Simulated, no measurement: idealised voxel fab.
The process module that follows is named voxel double patterning.
290 nm wide, 5 nm square cells: that's cross-section cut.
Throughout this document, each cross-section is represented as a grid of square cells and is presented as a sequence of bands enumerated from the top downward, where a band comprises one or more rows of cells. In this notation a band is specified by the heights of its top and bottom, in that order and in nm, after which its materials appear from left to right, each paired with its width in nm. The word "all across" attached to a single material means that material fills the band from edge to edge; the word "empty" stands for empty space. Beneath 0, the wafer as received is one material, and that level is where height counting begins. The lowest band goes on downward without a bottom; it is written like "0 -> down". When a width is written as two numbers, as in "30 to 40", the first number is the width in the top row of cells of the band and the second is the width in its bottom row, and the width changes by the same amount from each row to the next. Where a step carries "no alteration", the cross-section came out of it unchanged, cell for cell. Under "Enclosed void entries" you'll find the enclosed gaps, the ones with no way out to the top, that are 8 cells or bigger; each reads width x height at distance, with distance counted from the left edge, everything in nm. Anything after a step's settings on that line? It's the simulator's own note about the step. The optional step-line setting "overlay nm" applies to steps with a mask and quantifies how far to the right of its planned location the mask lay, a negative value indicating leftward placement.
The planned process steps are enumerated hereunder:
1) op RECEIVE | material Si
2) op CONFORMAL_DEP | material SiO2 | thk nm 5
3) op DIRECTIONAL_DEP | material polySi | thk nm 10
4) op DIRECTIONAL_DEP | material SiCN | thk nm 5
5) op PATTERN | tone open | mask id FIRST | material resist | width nm 15 | pitch nm 50 | thk nm 20 | overlay nm 0
6) op DIRECTIONAL_ETCH | etch materials SiCN | depth nm 5
7) op STRIP | etch materials resist
8) op PATTERN | tone open | mask id SECOND | material resist | width nm 15 | thk nm 15 | overlay nm 0
9) op DIRECTIONAL_ETCH | etch materials SiCN | depth nm 5
10) op STRIP | etch materials resist
11) op DIRECTIONAL_ETCH | etch materials polySi | depth nm 10
12) op STRIP | etch materials SiCN
First of two wafers: run as planned:
Wafer at receipt (post step 1), cross-section:
* 0 -> down  Si all across
* Enclosed void entries: none
The wafer in cross-section once step 2 is complete:
* 5 -> 0  SiO2 all across
* For the remainder of the cross-section, below 0, there is no change.
The wafer in cross-section once step 3 is complete:
* 15 -> 5  polySi all across
* For the remainder of the cross-section, below 5, there is no change.
The wafer in cross-section once step 4 is complete:
* 20 -> 15  SiCN all across
* For the remainder of the cross-section, below 15, there is no change.
The wafer in cross-section once step 5 is complete:
* 40 -> 20  110 nm resist, then 15 nm empty, then 35 nm resist, then 15 nm empty, then 115 nm resist
* For the remainder of the cross-section, below 20, there is no change.
The wafer in cross-section once step 6 is complete:
* 40 -> 20  110 nm resist, then 15 nm empty, then 35 nm resist, then 15 nm empty, then 115 nm resist
* 20 -> 15  110 nm SiCN, then 15 nm empty, then 35 nm SiCN, then 15 nm empty, then 115 nm SiCN
* For the remainder of the cross-section, below 15, there is no change.
The wafer in cross-section once step 7 is complete:
* 20 -> 15  110 nm SiCN, then 15 nm empty, then 35 nm SiCN, then 15 nm empty, then 115 nm SiCN
* For the remainder of the cross-section, below 15, there is no change.
The wafer in cross-section once step 8 is complete:
* 35 -> 20  135 nm resist, then 15 nm empty, then 140 nm resist
* 20 -> 15  110 nm SiCN, then 15 nm resist, then 35 nm SiCN, then 15 nm resist, then 115 nm SiCN
* For the remainder of the cross-section, below 15, there is no change.
The wafer in cross-section once step 9 is complete:
* 35 -> 20  135 nm resist, then 15 nm empty, then 140 nm resist
* 20 -> 15  110 nm SiCN, then 15 nm resist, then 10 nm SiCN, then 15 nm empty, then 10 nm SiCN, then 15 nm resist, then 115 nm SiCN
* For the remainder of the cross-section, below 15, there is no change.
The wafer in cross-section once step 10 is complete:
* 20 -> 15  110 nm SiCN, then 15 nm empty, then 10 nm SiCN, then 15 nm empty, then 10 nm SiCN, then 15 nm empty, then 115 nm SiCN
* For the remainder of the cross-section, below 15, there is no change.
The wafer in cross-section once step 11 is complete:
* 20 -> 15  110 nm SiCN, then 15 nm empty, then 10 nm SiCN, then 15 nm empty, then 10 nm SiCN, then 15 nm empty, then 115 nm SiCN
* 15 -> 5  110 nm polySi, then 15 nm empty, then 10 nm polySi, then 15 nm empty, then 10 nm polySi, then 15 nm empty, then 115 nm polySi
* For the remainder of the cross-section, below 5, there is no change.
The wafer in cross-section once step 12 is complete:
* 15 -> 5  110 nm polySi, then 15 nm empty, then 10 nm polySi, then 15 nm empty, then 10 nm polySi, then 15 nm empty, then 115 nm polySi
* For the remainder of the cross-section, below 5, there is no change.
Now the other wafer: same start, same recipe, but we messed up one thing when running it. Up to and including step 1 it's the same as the first one:
Second wafer, cross-section, planned end of step 2:
* 10 -> 0  polySi all across
* For the remainder of the cross-section, below 0, there is no change.
Second wafer, cross-section, planned end of step 3:
* 15 -> 10  SiO2 all across
* For the remainder of the cross-section, below 10, there is no change.
Second wafer, cross-section, planned end of step 4:
* 20 -> 15  SiCN all across
* For the remainder of the cross-section, below 15, there is no change.
Second wafer, cross-section, planned end of step 5:
* 40 -> 20  110 nm resist, then 15 nm empty, then 35 nm resist, then 15 nm empty, then 115 nm resist
* For the remainder of the cross-section, below 20, there is no change.
Second wafer, cross-section, planned end of step 6:
* 40 -> 20  110 nm resist, then 15 nm empty, then 35 nm resist, then 15 nm empty, then 115 nm resist
* 20 -> 15  110 nm SiCN, then 15 nm empty, then 35 nm SiCN, then 15 nm empty, then 115 nm SiCN
* For the remainder of the cross-section, below 15, there is no change.
Second wafer, cross-section, planned end of step 7:
* 20 -> 15  110 nm SiCN, then 15 nm empty, then 35 nm SiCN, then 15 nm empty, then 115 nm SiCN
* For the remainder of the cross-section, below 15, there is no change.
Second wafer, cross-section, planned end of step 8:
* 35 -> 20  135 nm resist, then 15 nm empty, then 140 nm resist
* 20 -> 15  110 nm SiCN, then 15 nm resist, then 35 nm SiCN, then 15 nm resist, then 115 nm SiCN
* For the remainder of the cross-section, below 15, there is no change.
Second wafer, cross-section, planned end of step 9:
* 35 -> 20  135 nm resist, then 15 nm empty, then 140 nm resist
* 20 -> 15  110 nm SiCN, then 15 nm resist, then 10 nm SiCN, then 15 nm empty, then 10 nm SiCN, then 15 nm resist, then 115 nm SiCN
* For the remainder of the cross-section, below 15, there is no change.
Second wafer, cross-section, planned end of step 10:
* 20 -> 15  110 nm SiCN, then 15 nm empty, then 10 nm SiCN, then 15 nm empty, then 10 nm SiCN, then 15 nm empty, then 115 nm SiCN
* For the remainder of the cross-section, below 15, there is no change.
Second wafer, cross-section, planned end of step 11: no alteration
Second wafer, cross-section, planned end of step 12:
* 15 -> 10  SiO2 all across
* For the remainder of the cross-section, below 10, there is no change.
Here's what went sideways: swap of plan steps 2 and 3 during execution
Wrapping up, a cell-based count of both wafers puts the second over or under the first for these materials: polySi +18
